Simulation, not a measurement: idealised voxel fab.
process module | voxel ribs on slabs
cross-section cut | 210 nm wide | cells 5 nm
A cross-section is a grid of square cells, given in bands from the top down. A band is one or more rows of cells.
Each band's line starts with the height of the band's top and of its bottom, in nm. Then come its materials from left to right, each with its width in nm. One material with "throughout" fills the band from edge to edge. "air" is empty space.
Height 0 is the level under which the wafer as received is all one material. The lowest band goes on downwards, as in "0 down".
A width such as "30 to 40" changes by the same amount from each row of cells to the next, from the band's top row to its bottom row.
"no change" after a step means that no cell of the cross-section changed.
closed voids: empty space of 8 cells or more with no open way to the top, each as width x height at its distance from the left edge, in nm
after a step's settings: what the simulator itself notes on the step
overlay nm, on a step with a mask: how far to the right of its planned place the mask lay; to the left if negative
plan
1 op RECEIVE | material Si
2 op DIRECTIONAL_DEP | material SiO2 | thk nm 25
3 op DIRECTIONAL_DEP | material SiN | thk nm 25
4 op DIRECTIONAL_DEP | material aC | thk nm 10
5 op PATTERN | tone cover | mask id RIB | material resist | width nm 15 | thk nm 25 | overlay nm 0
6 op DIRECTIONAL_ETCH | etch materials aC | depth nm 10
7 op STRIP | etch materials resist
8 op DIRECTIONAL_ETCH | etch materials SiN | depth nm 20
9 op STRIP | etch materials aC
10 op PATTERN | tone cover | mask id SLAB | material resist | width nm 45 | thk nm 15 | overlay nm 0
11 op DIRECTIONAL_ETCH | etch materials SiN | depth nm 5
12 op STRIP | etch materials resist
13 op FILL_DEP | material SiO2 | thk nm 20
14 op CMP | height nm 60
15 op DIRECTIONAL_DEP | material W | thk nm 10
16 op MASKED_ETCH | tone cover | mask id HEATER | width nm 25 | etch materials W | depth nm 10 | overlay nm 0
17 op CONFORMAL_DEP | material SiO2 | thk nm 5
as received, after step 1
  0 down: Si throughout
  closed voids: none
a wafer at the end: this start, this plan, one mistake
  75 to 70: SiO2 95 | air 15 | SiO2 100
  70 to 65: W 90 | SiO2 5 | air 15 | SiO2 5 | W 95
  65 to 60: W 90 | SiO2 25 | W 95
  60 to 50: SiO2 throughout
  50 to 30: SiO2 95 | SiN 15 | SiO2 100
  30 to 25: SiO2 80 | SiN 45 | SiO2 85
  25 to 0: SiO2 throughout
  0 down: Si throughout
  closed voids: none
what went wrong: step 16 ran as: op MASKED_ETCH | tone open | mask id HEATER | width nm 25 | etch materials W | depth nm 10 | overlay nm 0
